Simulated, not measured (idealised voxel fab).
Process module in this document: voxel trench capacitor
190 nm wide, 5 nm square cells: that's cross-section cut.
A cross-section is written here as square cells arranged in a grid, and it is given in bands from the top down, each band taking up one or more rows of cells. Heights first: top, then bottom, in nm. Then materials, left to right, each with a width in nm. "all across" on a single material: fills the band edge to edge. "air": empty space. Zero point of the height axis is 0; under it, received wafer = one material. Lowest band: continues down indefinitely, "0..down". Note: "30..40" means the width goes from the first number (top row of the band) to the second number (bottom row) in equal steps per row of cells. "remained unchanged", as given for a step, is the statement that not any cell of the cross-section underwent a change during that step. So "Fully sealed voids" is basically the list of trapped voids: any empty space of 8 cells or more that can't reach the top through an opening. They're written width x height at distance, the distance being from the left edge, and it's all nm. If you see something after the settings on a step's line, that's the simulator's own remark about that step. overlay nm, on a step with a mask: how far to the right of its planned place the mask lay; to the left if negative. Note: before/after cross-section pairs follow, one process step per pair, after-side truncated at the lowest changed band, step and settings given beneath. Different runs of this module on the same starting wafer may supply the pairs; a pair continues the one above only where the "Snapshot before" entry says so.
-- Snapshot before
	0..down = Si all across
	Fully sealed voids: none
-- after
	5..0 = SiN all across
	No changes below 0.
	Fully sealed voids: none
What process step lies between the two cross-sections above? CONFORMAL_DEP,material SiN,thk nm 5
Snapshot before: look at the pair above, its after cross-section is where this step starts.
-- after
	25..5 = resist (55), air (25), resist (30), air (25), resist (55)
	No changes below 5.
	Fully sealed voids: none
What process step lies between the two cross-sections above? PATTERN,tone open,mask id TRENCH,material resist,width nm 25,pitch nm 55,thk nm 20,overlay nm 0
Snapshot before: look at the pair above, its after cross-section is where this step starts.
-- after
	25..5 = resist (55), air (25), resist (30), air (25), resist (55)
	5..0 = SiN (55), air (25), SiN (30), air (25), SiN (55)
	No changes below 0.
	Fully sealed voids: none
What process step lies between the two cross-sections above? DIRECTIONAL_ETCH,etch materials SiN,depth nm 5
Snapshot before: look at the pair above, its after cross-section is where this step starts.
-- after
	25..5 = resist (55), air (25), resist (30), air (25), resist (55)
	5..0 = SiN (55), air (25), SiN (30), air (25), SiN (55)
	0..-35 = Si (55), air (25), Si (30), air (25), Si (55)
	No changes below -35.
	Fully sealed voids: none
What process step lies between the two cross-sections above? DIRECTIONAL_ETCH,etch materials Si,depth nm 35
Snapshot before: look at the pair above, its after cross-section is where this step starts.
-- after
	5..0 = SiN (55), air (25), SiN (30), air (25), SiN (55)
	No changes below 0.
	Fully sealed voids: none
What process step lies between the two cross-sections above? STRIP,etch materials resist
Snapshot before: look at the pair above, its after cross-section is where this step starts.
-- after
	10..5 = HfO2 (60), air (15), HfO2 (40), air (15), HfO2 (60)
	5..0 = SiN (55), HfO2 (5), air (15), HfO2 (5), SiN (30), HfO2 (5), air (15), HfO2 (5), SiN (55)
	0..-30 = Si (55), HfO2 (5), air (15), HfO2 (5), Si (30), HfO2 (5), air (15), HfO2 (5), Si (55)
	-30..-35 = Si (55), HfO2 (25), Si (30), HfO2 (25), Si (55)
	No changes below -35.
	Fully sealed voids: none
What process step lies between the two cross-sections above? CONFORMAL_DEP,material HfO2,thk nm 5
Snapshot before: look at the pair above, its after cross-section is where this step starts.
-- after
	15..10 = TiN (65), air (5), TiN (50), air (5), TiN (65)
	10..5 = HfO2 (60), TiN (5), air (5), TiN (5), HfO2 (40), TiN (5), air (5), TiN (5), HfO2 (60)
	5..0 = SiN (55), HfO2 (5), TiN (5), air (5), TiN (5), HfO2 (5), SiN (30), HfO2 (5), TiN (5), air (5), TiN (5), HfO2 (5), SiN (55)
	0..-25 = Si (55), HfO2 (5), TiN (5), air (5), TiN (5), HfO2 (5), Si (30), HfO2 (5), TiN (5), air (5), TiN (5), HfO2 (5), Si (55)
	-25..-30 = Si (55), HfO2 (5), TiN (15), HfO2 (5), Si (30), HfO2 (5), TiN (15), HfO2 (5), Si (55)
	No changes below -30.
	Fully sealed voids: none
What process step lies between the two cross-sections above? CONFORMAL_DEP,material TiN,thk nm 5
Snapshot before: look at the pair above, its after cross-section is where this step starts.
-- after
	20..15 = W all across
	15..10 = TiN (65), W (5), TiN (50), W (5), TiN (65)
	10..5 = HfO2 (60), TiN (5), W (5), TiN (5), HfO2 (40), TiN (5), W (5), TiN (5), HfO2 (60)
	5..0 = SiN (55), HfO2 (5), TiN (5), W (5), TiN (5), HfO2 (5), SiN (30), HfO2 (5), TiN (5), W (5), TiN (5), HfO2 (5), SiN (55)
	0..-25 = Si (55), HfO2 (5), TiN (5), W (5), TiN (5), HfO2 (5), Si (30), HfO2 (5), TiN (5), W (5), TiN (5), HfO2 (5), Si (55)
	No changes below -25.
	Fully sealed voids: none
What process step lies between the two cross-sections above? FILL_DEP,material W,thk nm 5
Snapshot before: look at the pair above, its after cross-section is where this step starts.
-- after
	5..0 = SiN (55), HfO2 (5), TiN (5), W (5), TiN (5), HfO2 (5), SiN (30), HfO2 (5), TiN (5), W (5), TiN (5), HfO2 (5), SiN (55)
	No changes below 0.
	Fully sealed voids: none
What process step lies between the two cross-sections above? CMP,height nm 5
-- Snapshot before
	5..0 = SiN (55), air (25), SiN (30), air (25), SiN (55)
	0..-35 = Si (55), air (25), Si (30), air (25), Si (55)
	-35..down = Si all across
	Fully sealed voids: none
-- after
	10..5 = TiN (60), air (15), TiN (40), air (15), TiN (60)
	5..0 = SiN (55), TiN (5), air (15), TiN (5), SiN (30), TiN (5), air (15), TiN (5), SiN (55)
	0..-30 = Si (55), TiN (5), air (15), TiN (5), Si (30), TiN (5), air (15), TiN (5), Si (55)
	-30..-35 = Si (55), TiN (25), Si (30), TiN (25), Si (55)
	No changes below -35.
	Fully sealed voids: none
What process step lies between the two cross-sections above? CONFORMAL_DEP,material TiN,thk nm 5
Snapshot before: look at the pair above, its after cross-section is where this step starts.
-- after
	15..10 = W all across
	10..5 = TiN (60), W (15), TiN (40), W (15), TiN (60)
	5..0 = SiN (55), TiN (5), W (15), TiN (5), SiN (30), TiN (5), W (15), TiN (5), SiN (55)
	0..-30 = Si (55), TiN (5), W (15), TiN (5), Si (30), TiN (5), W (15), TiN (5), Si (55)
	No changes below -30.
	Fully sealed voids: none
What process step lies between the two cross-sections above? FILL_DEP,material W,thk nm 5
Snapshot before: look at the pair above, its after cross-section is where this step starts.
-- after
	5..0 = SiN (55), TiN (5), W (15), TiN (5), SiN (30), TiN (5), W (15), TiN (5), SiN (55)
	No changes below 0.
	Fully sealed voids: none
What process step lies between the two cross-sections above? CMP,height nm 5
-- Snapshot before
	10..5 = TiN (60), air (15), TiN (40), air (15), TiN (60)
	5..0 = SiN (55), TiN (5), air (15), TiN (5), SiN (30), TiN (5), air (15), TiN (5), SiN (55)
	0..-30 = Si (55), TiN (5), air (15), TiN (5), Si (30), TiN (5), air (15), TiN (5), Si (55)
	-30..-35 = Si (55), TiN (25), Si (30), TiN (25), Si (55)
	-35..down = Si all across
	Fully sealed voids: none
-- after
	15..10 = HfO2 (65), air (5), HfO2 (50), air (5), HfO2 (65)
	10..5 = TiN (60), HfO2 (5), air (5), HfO2 (5), TiN (40), HfO2 (5), air (5), HfO2 (5), TiN (60)
	5..0 = SiN (55), TiN (5), HfO2 (5), air (5), HfO2 (5), TiN (5), SiN (30), TiN (5), HfO2 (5), air (5), HfO2 (5), TiN (5), SiN (55)
	0..-25 = Si (55), TiN (5), HfO2 (5), air (5), HfO2 (5), TiN (5), Si (30), TiN (5), HfO2 (5), air (5), HfO2 (5), TiN (5), Si (55)
	-25..-30 = Si (55), TiN (5), HfO2 (15), TiN (5), Si (30), TiN (5), HfO2 (15), TiN (5), Si (55)
	No changes below -30.
	Fully sealed voids: none
What process step lies between the two cross-sections above? CONFORMAL_DEP,material HfO2,thk nm 5
Snapshot before: look at the pair above, its after cross-section is where this step starts.
-- after
	20..15 = W all across
	15..10 = HfO2 (65), W (5), HfO2 (50), W (5), HfO2 (65)
	10..5 = TiN (60), HfO2 (5), W (5), HfO2 (5), TiN (40), HfO2 (5), W (5), HfO2 (5), TiN (60)
	5..0 = SiN (55), TiN (5), HfO2 (5), W (5), HfO2 (5), TiN (5), SiN (30), TiN (5), HfO2 (5), W (5), HfO2 (5), TiN (5), SiN (55)
	0..-25 = Si (55), TiN (5), HfO2 (5), W (5), HfO2 (5), TiN (5), Si (30), TiN (5), HfO2 (5), W (5), HfO2 (5), TiN (5), Si (55)
	No changes below -25.
	Fully sealed voids: none
What process step lies between the two cross-sections above? FILL_DEP,material W,thk nm 5
Snapshot before: look at the pair above, its after cross-section is where this step starts.
-- after
	5..0 = SiN (55), TiN (5), HfO2 (5), W (5), HfO2 (5), TiN (5), SiN (30), TiN (5), HfO2 (5), W (5), HfO2 (5), TiN (5), SiN (55)
	No changes below 0.
	Fully sealed voids: none
What process step lies between the two cross-sections above? CMP,height nm 5
-- Snapshot before
	20..15 = W all across
	15..10 = TiN (65), W (5), TiN (50), W (5), TiN (65)
	10..5 = HfO2 (60), TiN (5), W (5), TiN (5), HfO2 (40), TiN (5), W (5), TiN (5), HfO2 (60)
	5..0 = SiN (55), HfO2 (5), TiN (5), W (5), TiN (5), HfO2 (5), SiN (30), HfO2 (5), TiN (5), W (5), TiN (5), HfO2 (5), SiN (55)
	0..-25 = Si (55), HfO2 (5), TiN (5), W (5), TiN (5), HfO2 (5), Si (30), HfO2 (5), TiN (5), W (5), TiN (5), HfO2 (5), Si (55)
	-25..-30 = Si (55), HfO2 (5), TiN (15), HfO2 (5), Si (30), HfO2 (5), TiN (15), HfO2 (5), Si (55)
	-30..-35 = Si (55), HfO2 (25), Si (30), HfO2 (25), Si (55)
	-35..down = Si all across
	Fully sealed voids: none
-- after
	0..-25 = Si (55), HfO2 (5), TiN (5), W (5), TiN (5), HfO2 (5), Si (30), HfO2 (5), TiN (5), W (5), TiN (5), HfO2 (5), Si (55)
	No changes below -25.
	Fully sealed voids: none
What process step lies between the two cross-sections above? CMP,height nm 0
-- Snapshot before
	5..0 = SiN all across
	0..down = Si all across
	Fully sealed voids: none
-- after
	25..5 = resist (55), air (30), resist (25), air (30), resist (50)
	No changes below 5.
	Fully sealed voids: none
What process step lies between the two cross-sections above? PATTERN,tone open,mask id TRENCH,material resist,width nm 30,pitch nm 55,thk nm 20,overlay nm 0
Snapshot before: look at the pair above, its after cross-section is where this step starts.
-- after
	25..5 = resist (55), air (30), resist (25), air (30), resist (50)
	5..0 = SiN (55), air (30), SiN (25), air (30), SiN (50)
	No changes below 0.
	Fully sealed voids: none
What process step lies between the two cross-sections above? DIRECTIONAL_ETCH,etch materials SiN,depth nm 5
Snapshot before: look at the pair above, its after cross-section is where this step starts.
-- after
	25..5 = resist (55), air (30), resist (25), air (30), resist (50)
	5..0 = SiN (55), air (30), SiN (25), air (30), SiN (50)
	0..-35 = Si (55), air (30), Si (25), air (30), Si (50)
	No changes below -35.
	Fully sealed voids: none
What process step lies between the two cross-sections above? DIRECTIONAL_ETCH,etch materials Si,depth nm 35
Snapshot before: look at the pair above, its after cross-section is where this step starts.
-- after
	5..0 = SiN (55), air (30), SiN (25), air (30), SiN (50)
	No changes below 0.
	Fully sealed voids: none
What process step lies between the two cross-sections above? STRIP,etch materials resist
Snapshot before: look at the pair above, its after cross-section is where this step starts.
-- after
	10..5 = HfO2 (60), air (20), HfO2 (35), air (20), HfO2 (55)
	5..0 = SiN (55), HfO2 (5), air (20), HfO2 (5), SiN (25), HfO2 (5), air (20), HfO2 (5), SiN (50)
	0..-30 = Si (55), HfO2 (5), air (20), HfO2 (5), Si (25), HfO2 (5), air (20), HfO2 (5), Si (50)
	-30..-35 = Si (55), HfO2 (30), Si (25), HfO2 (30), Si (50)
	No changes below -35.
	Fully sealed voids: none
What process step lies between the two cross-sections above? CONFORMAL_DEP,material HfO2,thk nm 5
Snapshot before: look at the pair above, its after cross-section is where this step starts.
-- after
	15..10 = TiN (65), air (10), TiN (45), air (10), TiN (60)
	10..5 = HfO2 (60), TiN (5), air (10), TiN (5), HfO2 (35), TiN (5), air (10), TiN (5), HfO2 (55)
	5..0 = SiN (55), HfO2 (5), TiN (5), air (10), TiN (5), HfO2 (5), SiN (25), HfO2 (5), TiN (5), air (10), TiN (5), HfO2 (5), SiN (50)
	0..-25 = Si (55), HfO2 (5), TiN (5), air (10), TiN (5), HfO2 (5), Si (25), HfO2 (5), TiN (5), air (10), TiN (5), HfO2 (5), Si (50)
	-25..-30 = Si (55), HfO2 (5), TiN (20), HfO2 (5), Si (25), HfO2 (5), TiN (20), HfO2 (5), Si (50)
	No changes below -30.
	Fully sealed voids: none
What process step lies between the two cross-sections above? CONFORMAL_DEP,material TiN,thk nm 5
Snapshot before: look at the pair above, its after cross-section is where this step starts.
-- after
	20..15 = W all across
	15..10 = TiN (65), W (10), TiN (45), W (10), TiN (60)
	10..5 = HfO2 (60), TiN (5), W (10), TiN (5), HfO2 (35), TiN (5), W (10), TiN (5), HfO2 (55)
	5..0 = SiN (55), HfO2 (5), TiN (5), W (10), TiN (5), HfO2 (5), SiN (25), HfO2 (5), TiN (5), W (10), TiN (5), HfO2 (5), SiN (50)
	0..-25 = Si (55), HfO2 (5), TiN (5), W (10), TiN (5), HfO2 (5), Si (25), HfO2 (5), TiN (5), W (10), TiN (5), HfO2 (5), Si (50)
	No changes below -25.
	Fully sealed voids: none
What process step lies between the two cross-sections above? FILL_DEP,material W,thk nm 5
Snapshot before: look at the pair above, its after cross-section is where this step starts.
-- after
	5..0 = SiN (55), HfO2 (5), TiN (5), W (10), TiN (5), HfO2 (5), SiN (25), HfO2 (5), TiN (5), W (10), TiN (5), HfO2 (5), SiN (50)
	No changes below 0.
	Fully sealed voids: none
What process step lies between the two cross-sections above? CMP,height nm 5
-- Snapshot before
	5..0 = SiN all across
	0..down = Si all across
	Fully sealed voids: none
-- after
	25..5 = resist (50), air (25), resist (30), air (25), resist (60)
	No changes below 5.
	Fully sealed voids: none
What process step lies between the two cross-sections above? PATTERN,tone open,mask id TRENCH,material resist,width nm 25,pitch nm 55,thk nm 20,overlay nm -5
Snapshot before: look at the pair above, its after cross-section is where this step starts.
-- after
	25..5 = resist (50), air (25), resist (30), air (25), resist (60)
	5..0 = SiN (50), air (25), SiN (30), air (25), SiN (60)
	No changes below 0.
	Fully sealed voids: none
What process step lies between the two cross-sections above? DIRECTIONAL_ETCH,etch materials SiN,depth nm 5
Snapshot before: look at the pair above, its after cross-section is where this step starts.
-- after
	25..5 = resist (50), air (25), resist (30), air (25), resist (60)
	5..0 = SiN (50), air (25), SiN (30), air (25), SiN (60)
	0..-35 = Si (50), air (25), Si (30), air (25), Si (60)
	No changes below -35.
	Fully sealed voids: none
What process step lies between the two cross-sections above? DIRECTIONAL_ETCH,etch materials Si,depth nm 35
Snapshot before: look at the pair above, its after cross-section is where this step starts.
-- after
	5..0 = SiN (50), air (25), SiN (30), air (25), SiN (60)
	No changes below 0.
	Fully sealed voids: none
What process step lies between the two cross-sections above? STRIP,etch materials resist
Snapshot before: look at the pair above, its after cross-section is where this step starts.
-- after
	10..5 = HfO2 (55), air (15), HfO2 (40), air (15), HfO2 (65)
	5..0 = SiN (50), HfO2 (5), air (15), HfO2 (5), SiN (30), HfO2 (5), air (15), HfO2 (5), SiN (60)
	0..-30 = Si (50), HfO2 (5), air (15), HfO2 (5), Si (30), HfO2 (5), air (15), HfO2 (5), Si (60)
	-30..-35 = Si (50), HfO2 (25), Si (30), HfO2 (25), Si (60)
	No changes below -35.
	Fully sealed voids: none
What process step lies between the two cross-sections above? CONFORMAL_DEP,material HfO2,thk nm 5
Snapshot before: look at the pair above, its after cross-section is where this step starts.
-- after
	15..10 = TiN (60), air (5), TiN (50), air (5), TiN (70)
	10..5 = HfO2 (55), TiN (5), air (5), TiN (5), HfO2 (40), TiN (5), air (5), TiN (5), HfO2 (65)
	5..0 = SiN (50), HfO2 (5), TiN (5), air (5), TiN (5), HfO2 (5), SiN (30), HfO2 (5), TiN (5), air (5), TiN (5), HfO2 (5), SiN (60)
	0..-25 = Si (50), HfO2 (5), TiN (5), air (5), TiN (5), HfO2 (5), Si (30), HfO2 (5), TiN (5), air (5), TiN (5), HfO2 (5), Si (60)
	-25..-30 = Si (50), HfO2 (5), TiN (15), HfO2 (5), Si (30), HfO2 (5), TiN (15), HfO2 (5), Si (60)
	No changes below -30.
	Fully sealed voids: none
What process step lies between the two cross-sections above? CONFORMAL_DEP,material TiN,thk nm 5
Snapshot before: look at the pair above, its after cross-section is where this step starts.
-- after
	20..15 = W all across
	15..10 = TiN (60), W (5), TiN (50), W (5), TiN (70)
	10..5 = HfO2 (55), TiN (5), W (5), TiN (5), HfO2 (40), TiN (5), W (5), TiN (5), HfO2 (65)
	5..0 = SiN (50), HfO2 (5), TiN (5), W (5), TiN (5), HfO2 (5), SiN (30), HfO2 (5), TiN (5), W (5), TiN (5), HfO2 (5), SiN (60)
	0..-25 = Si (50), HfO2 (5), TiN (5), W (5), TiN (5), HfO2 (5), Si (30), HfO2 (5), TiN (5), W (5), TiN (5), HfO2 (5), Si (60)
	No changes below -25.
	Fully sealed voids: none
What process step lies between the two cross-sections above? FILL_DEP,material W,thk nm 5
Snapshot before: look at the pair above, its after cross-section is where this step starts.
-- after
	5..0 = SiN (50), HfO2 (5), TiN (5), W (5), TiN (5), HfO2 (5), SiN (30), HfO2 (5), TiN (5), W (5), TiN (5), HfO2 (5), SiN (60)
	No changes below 0.
	Fully sealed voids: none
What process step lies between the two cross-sections above? CMP,height nm 5
-- Snapshot before
	5..0 = SiN (55), air (25), SiN (30), air (25), SiN (55)
	0..-35 = Si (55), air (25), Si (30), air (25), Si (55)
	-35..down = Si all across
	Fully sealed voids: none
-- after
	10..5 = W (60), air (15), W (40), air (15), W (60)
	5..0 = SiN (55), W (5), air (15), W (5), SiN (30), W (5), air (15), W (5), SiN (55)
	0..-30 = Si (55), W (5), air (15), W (5), Si (30), W (5), air (15), W (5), Si (55)
	-30..-35 = Si (55), W (25), Si (30), W (25), Si (55)
	No changes below -35.
	Fully sealed voids: none
What process step lies between the two cross-sections above? CONFORMAL_DEP,material W,thk nm 5
Snapshot before: look at the pair above, its after cross-section is where this step starts.
-- after
	15..10 = TiN (65), air (5), TiN (50), air (5), TiN (65)
	10..5 = W (60), TiN (5), air (5), TiN (5), W (40), TiN (5), air (5), TiN (5), W (60)
	5..0 = SiN (55), W (5), TiN (5), air (5), TiN (5), W (5), SiN (30), W (5), TiN (5), air (5), TiN (5), W (5), SiN (55)
	0..-25 = Si (55), W (5), TiN (5), air (5), TiN (5), W (5), Si (30), W (5), TiN (5), air (5), TiN (5), W (5), Si (55)
	-25..-30 = Si (55), W (5), TiN (15), W (5), Si (30), W (5), TiN (15), W (5), Si (55)
	No changes below -30.
	Fully sealed voids: none
What process step lies between the two cross-sections above? CONFORMAL_DEP,material TiN,thk nm 5
Snapshot before: look at the pair above, its after cross-section is where this step starts.
-- after
	20..15 = W all across
	15..10 = TiN (65), W (5), TiN (50), W (5), TiN (65)
	10..5 = W (60), TiN (5), W (5), TiN (5), W (40), TiN (5), W (5), TiN (5), W (60)
	5..0 = SiN (55), W (5), TiN (5), W (5), TiN (5), W (5), SiN (30), W (5), TiN (5), W (5), TiN (5), W (5), SiN (55)
	0..-25 = Si (55), W (5), TiN (5), W (5), TiN (5), W (5), Si (30), W (5), TiN (5), W (5), TiN (5), W (5), Si (55)
	No changes below -25.
	Fully sealed voids: none
What process step lies between the two cross-sections above? FILL_DEP,material W,thk nm 5
Snapshot before: look at the pair above, its after cross-section is where this step starts.
-- after
	5..0 = SiN (55), W (5), TiN (5), W (5), TiN (5), W (5), SiN (30), W (5), TiN (5), W (5), TiN (5), W (5), SiN (55)
	No changes below 0.
	Fully sealed voids: none
What process step lies between the two cross-sections above? CMP,height nm 5
-- Snapshot before
	5..0 = SiN all across
	0..down = Si all across
	Fully sealed voids: none
-- after
	25..5 = air (55), resist (25), air (30), resist (25), air (55)
	No changes below 5.
	Fully sealed voids: none
What process step lies between the two cross-sections above? PATTERN,tone cover,mask id TRENCH,material resist,width nm 25,pitch nm 55,thk nm 20,overlay nm 0
Snapshot before: look at the pair above, its after cross-section is where this step starts.
-- after
	25..5 = air (55), resist (25), air (30), resist (25), air (55)
	5..0 = air (55), SiN (25), air (30), SiN (25), air (55)
	No changes below 0.
	Fully sealed voids: none
What process step lies between the two cross-sections above? DIRECTIONAL_ETCH,etch materials SiN,depth nm 5
Snapshot before: look at the pair above, its after cross-section is where this step starts.
-- after
	25..5 = air (55), resist (25), air (30), resist (25), air (55)
	5..0 = air (55), SiN (25), air (30), SiN (25), air (55)
	0..-35 = air (55), Si (25), air (30), Si (25), air (55)
	No changes below -35.
	Fully sealed voids: none
What process step lies between the two cross-sections above? DIRECTIONAL_ETCH,etch materials Si,depth nm 35
Snapshot before: look at the pair above, its after cross-section is where this step starts.
-- after
	5..0 = air (55), SiN (25), air (30), SiN (25), air (55)
	No changes below 0.
	Fully sealed voids: none
What process step lies between the two cross-sections above? STRIP,etch materials resist
Snapshot before: look at the pair above, its after cross-section is where this step starts.
-- after
	10..5 = air (50), HfO2 (35), air (20), HfO2 (35), air (50)
	5..0 = air (50), HfO2 (5), SiN (25), HfO2 (5), air (20), HfO2 (5), SiN (25), HfO2 (5), air (50)
	0..-30 = air (50), HfO2 (5), Si (25), HfO2 (5), air (20), HfO2 (5), Si (25), HfO2 (5), air (50)
	-30..-35 = HfO2 (55), Si (25), HfO2 (30), Si (25), HfO2 (55)
	No changes below -35.
	Fully sealed voids: none
What process step lies between the two cross-sections above? CONFORMAL_DEP,material HfO2,thk nm 5
Snapshot before: look at the pair above, its after cross-section is where this step starts.
-- after
	15..10 = air (45), TiN (45), air (10), TiN (45), air (45)
	10..5 = air (45), TiN (5), HfO2 (35), TiN (5), air (10), TiN (5), HfO2 (35), TiN (5), air (45)
	5..0 = air (45), TiN (5), HfO2 (5), SiN (25), HfO2 (5), TiN (5), air (10), TiN (5), HfO2 (5), SiN (25), HfO2 (5), TiN (5), air (45)
	0..-25 = air (45), TiN (5), HfO2 (5), Si (25), HfO2 (5), TiN (5), air (10), TiN (5), HfO2 (5), Si (25), HfO2 (5), TiN (5), air (45)
	-25..-30 = TiN (50), HfO2 (5), Si (25), HfO2 (5), TiN (20), HfO2 (5), Si (25), HfO2 (5), TiN (50)
	No changes below -30.
	Fully sealed voids: none
What process step lies between the two cross-sections above? CONFORMAL_DEP,material TiN,thk nm 5
Snapshot before: look at the pair above, its after cross-section is where this step starts.
-- after
	20..15 = W all across
	15..10 = W (45), TiN (45), W (10), TiN (45), W (45)
	10..5 = W (45), TiN (5), HfO2 (35), TiN (5), W (10), TiN (5), HfO2 (35), TiN (5), W (45)
	5..0 = W (45), TiN (5), HfO2 (5), SiN (25), HfO2 (5), TiN (5), W (10), TiN (5), HfO2 (5), SiN (25), HfO2 (5), TiN (5), W (45)
	0..-25 = W (45), TiN (5), HfO2 (5), Si (25), HfO2 (5), TiN (5), W (10), TiN (5), HfO2 (5), Si (25), HfO2 (5), TiN (5), W (45)
	No changes below -25.
	Fully sealed voids: none
What process step lies between the two cross-sections above? FILL_DEP,material W,thk nm 5
Snapshot before: look at the pair above, its after cross-section is where this step starts.
-- after
	5..0 = W (45), TiN (5), HfO2 (5), SiN (25), HfO2 (5), TiN (5), W (10), TiN (5), HfO2 (5), SiN (25), HfO2 (5), TiN (5), W (45)
	No changes below 0.
	Fully sealed voids: none
What process step lies between the two cross-sections above? CMP,height nm 5
